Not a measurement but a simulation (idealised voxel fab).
This is a process module. Its name is voxel capacitor over wiring.
Pictured: cross-section cut, 300 nm wide, on a grid of 5 nm square cells.
Cross-section, as written here: a square-cell grid given band by band from the top down, where a band holds one or more rows of cells. Band: top height; bottom height; in nm. Then, left to right: material with width in nm, for each material. "everywhere": a single material spanning edge to edge. "empty": empty space. Where do heights start? At 0: under that level the wafer as delivered is made of one material only. And the lowest band has no floor; it just carries on downward, as in "from 0 down". Width "30..40": first value at the band's top row of cells, second value at its bottom row, equal change from row to row. "nothing changed", as given for a step, is the statement that not any cell of the cross-section underwent a change during that step. Empty spaces counting at least 8 cells and having no open way to the top are listed in "Closed empty spaces". The notation width x height at distance is used for each, the distance being from the left edge and all three values in nm. What comes after the settings on a step's line is commentary from the simulator itself on that step. On any step carrying a mask, the "overlay nm" setting, if present on the step's line, tells how far right of its planned place the mask lay; negative values point to the left.
-- Process steps (planned)
step 1: RECEIVE,material Si
step 2: CONFORMAL_DEP,material SiO2,thk nm 10
step 3: CONFORMAL_DEP,material SiCN,thk nm 5
step 4: DIRECTIONAL_DEP,material lowk,thk nm 25
step 5: MASKED_ETCH,tone open,mask id METAL_1,width nm 30,pitch nm 100,etch materials lowk,depth nm 25,overlay nm 0
step 6: MASKED_ETCH,tone open,mask id METAL_1,width nm 30,pitch nm 100,etch materials SiCN,depth nm 5,overlay nm 0
step 7: CONFORMAL_DEP,material TiN,thk nm 5
step 8: FILL_DEP,material Cu,thk nm 5
step 9: CMP,height nm 40
step 10: EPI,material Ru,thk nm 5
step 11: FILL_DEP,material SiCN,thk nm 5
step 12: DIRECTIONAL_DEP,material lowk,thk nm 10
step 13: DIRECTIONAL_DEP,material aC,thk nm 15
step 14: PATTERN,tone open,mask id PLUG_1,material resist,width nm 15,thk nm 35,overlay nm 0
step 15: DIRECTIONAL_ETCH,etch materials aC,depth nm 15
step 16: STRIP,etch materials resist
step 17: DIRECTIONAL_ETCH,etch materials lowk,depth nm 10
step 18: DIRECTIONAL_ETCH,etch materials SiCN,depth nm 5
step 19: STRIP,etch materials aC
step 20: EPI,material Ru,thk nm 10
step 21: EPI,material Ru,thk nm 5
step 22: DIRECTIONAL_DEP,material TiN,thk nm 5
step 23: DIRECTIONAL_DEP,material SiN,thk nm 5
step 24: DIRECTIONAL_DEP,material TiN,thk nm 5
step 25: DIRECTIONAL_DEP,material aC,thk nm 15
step 26: PATTERN,tone cover,mask id UPPER_PLATE,material resist,width nm 75,thk nm 30,overlay nm 0
step 27: DIRECTIONAL_ETCH,etch materials aC,depth nm 15
step 28: STRIP,etch materials resist
step 29: DIRECTIONAL_ETCH,etch materials TiN,depth nm 5
step 30: DIRECTIONAL_ETCH,etch materials SiN,depth nm 5
step 31: STRIP,etch materials aC
step 32: DIRECTIONAL_DEP,material aC,thk nm 15
step 33: PATTERN,tone cover,mask id LOWER_PLATE,material resist,width nm 85,thk nm 35,overlay nm 0
step 34: DIRECTIONAL_ETCH,etch materials aC,depth nm 15
step 35: STRIP,etch materials resist
step 36: DIRECTIONAL_ETCH,etch materials TiN,depth nm 5
step 37: STRIP,etch materials aC
step 38: FILL_DEP,material SiO2,thk nm 15
step 39: CMP,height nm 85
step 40: DIRECTIONAL_DEP,material aC,thk nm 15
step 41: PATTERN,tone open,mask id PLUG_2,material resist,width nm 15,thk nm 35,overlay nm 0
step 42: DIRECTIONAL_ETCH,etch materials aC,depth nm 15
step 43: STRIP,etch materials resist
step 44: DIRECTIONAL_ETCH,etch materials SiO2,depth nm 10
step 45: STRIP,etch materials aC
step 46: CONFORMAL_DEP,material TiN,thk nm 5
step 47: FILL_DEP,material Cu,thk nm 10
step 48: CMP,height nm 85
step 49: CONFORMAL_DEP,material SiCN,thk nm 5
Same starting wafers, different width nm at step 14. Plan value belongs to the first wafer.
-- Cross-sectional view of the first of several wafers in the as-received condition, corresponding to the state following step 1
- from 0 down | Si everywhere
- Closed empty spaces: none
-- Heads up, this table goes wafer by wafer. A row tells you, at the end of the module, how many cells of each material that wafer has put on (+) or dropped (-) since it was received, and then its closed voids
width nm 15, +41 Cu, +25 Ru, +209 SiCN, +15 SiN, +367 SiO2, +69 TiN, +354 lowk, Closed empty spaces: none
width nm 20, +41 Cu, +28 Ru, +208 SiCN, +15 SiN, +367 SiO2, +69 TiN, +352 lowk, Closed empty spaces: none
width nm 25, +41 Cu, +31 Ru, +207 SiCN, +15 SiN, +367 SiO2, +69 TiN, +350 lowk, Closed empty spaces: none
width nm 30, +41 Cu, +34 Ru, +206 SiCN, +15 SiN, +367 SiO2, +69 TiN, +348 lowk, Closed empty spaces: none
